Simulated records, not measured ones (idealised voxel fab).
The name of this process module is voxel air gaps.
Each square cell in cross-section cut measures 5 nm, and the section as a whole is 225 nm wide.
Cross-section = grid of square cells, listed top down in bands; band = one or more rows. The entry gives the band's vertical extent as a top height and a bottom height in nm, then its horizontal make-up as materials from left to right, each with a width in nm. "empty" stands for empty space; a single material marked "all across" fills the band edge to edge. Height datum 0, below which the as-received substrate wafer is one material. Lowest band open at the bottom, running downward: "top 0, no bottom". When a width is written as two numbers, as in "30->40", the first number is the width in the top row of cells of the band and the second is the width in its bottom row, and the width changes by the same amount from each row to the next. A step reported as "remained the same" is a step in which no cell of the cross-section changed. "Enclosed internal voids" contains a list of empty spaces, each no smaller than 8 cells and without an open way to the top, written in the form width x height at distance with the distance from the left edge and all three in nm. Anything after a step's settings on that line? It's the simulator's own note about the step. overlay nm: mask right of planned place by this much (step with mask). Neg. = left.
## Below is the list of planned process steps
step 1: RECEIVE (material Si)
step 2: CONFORMAL_DEP (material SiO2; thk nm 10)
step 3: CONFORMAL_DEP (material SiCN; thk nm 5)
step 4: DIRECTIONAL_DEP (material SiO2; thk nm 35)
step 5: MASKED_ETCH (tone open; mask id LINES; width nm 15; pitch nm 40; etch materials SiO2; depth nm 35; overlay nm 0)
step 6: CONFORMAL_DEP (material TiN; thk nm 5)
step 7: FILL_DEP (material Cu; thk nm 5)
step 8: CMP (height nm 50)
step 9: EPI (material Ru; thk nm 10)
step 10: SELECTIVE_ETCH (etch materials SiO2; depth nm 45)
step 11: CONFORMAL_DEP (material SiCN; thk nm 5)
## Wafer cross-section on receipt, i.e. after step 1
  top 0, no bottom | Si all across
  Enclosed internal voids: none
## The first of the two wafers as seen in cross-section once the module was finished; processing followed the plan
  top 65, bottom 60 | empty 50  SiCN 125  empty 50
  top 60, bottom 50 | empty 50  SiCN 5  Ru 35  SiCN 5  Ru 35  SiCN 5  Ru 35  SiCN 5  empty 50
  top 50, bottom 45 | empty 50  SiCN 15  TiN 5  Cu 5  TiN 5  SiCN 25  TiN 5  Cu 5  TiN 5  SiCN 25  TiN 5  Cu 5  TiN 5  SiCN 15  empty 50
  top 45, bottom 20 | empty 60  SiCN 5  TiN 5  Cu 5  TiN 5  SiCN 5  empty 15  SiCN 5  TiN 5  Cu 5  TiN 5  SiCN 5  empty 15  SiCN 5  TiN 5  Cu 5  TiN 5  SiCN 5  empty 60
  top 20, bottom 15 | SiCN 65  TiN 15  SiCN 25  TiN 15  SiCN 25  TiN 15  SiCN 65
  top 15, bottom 10 | SiCN all across
  top 10, bottom 0 | SiO2 all across
  top 0, no bottom | Si all across
  Enclosed internal voids: 15 x 25 at 85; 15 x 25 at 125
## Cross-section at end of module for the second wafer of two, which matched the first in starting point and plan and differed by one mistake in its processing
  top 65, bottom 60 | empty 45  SiCN 135  empty 45
  top 60, bottom 50 | empty 45  SiCN 5  Ru 125  SiCN 5  empty 45
  top 50, bottom 45 | empty 45  SiCN 15  TiN 5  Cu 15  TiN 5  SiO2 15  TiN 5  Cu 15  TiN 5  SiO2 15  TiN 5  Cu 15  TiN 5  SiCN 15  empty 45
  top 45, bottom 20 | empty 55  SiCN 5  TiN 5  Cu 15  TiN 5  SiO2 15  TiN 5  Cu 15  TiN 5  SiO2 15  TiN 5  Cu 15  TiN 5  SiCN 5  empty 55
  top 20, bottom 15 | SiCN 60  TiN 25  SiO2 15  TiN 25  SiO2 15  TiN 25  SiCN 60
  top 15, bottom 10 | SiCN all across
  top 10, bottom 0 | SiO2 all across
  top 0, no bottom | Si all across
  Enclosed internal voids: none
Heads up, the wafer didn't run the way we planned it: rather than as planned, step 5 actually ran as MASKED_ETCH (tone open; mask id LINES; width nm 25; pitch nm 40; etch materials SiO2; depth nm 35; overlay nm 0)
Materials where the second wafer ends with more or fewer cells than the first: 36 more of Cu | 8 more of Ru | 44 fewer of SiCN | 42 more of SiO2 | 6 more of TiN
At process end, closed voids number 2 in the first wafer and 0 in the second wafer.
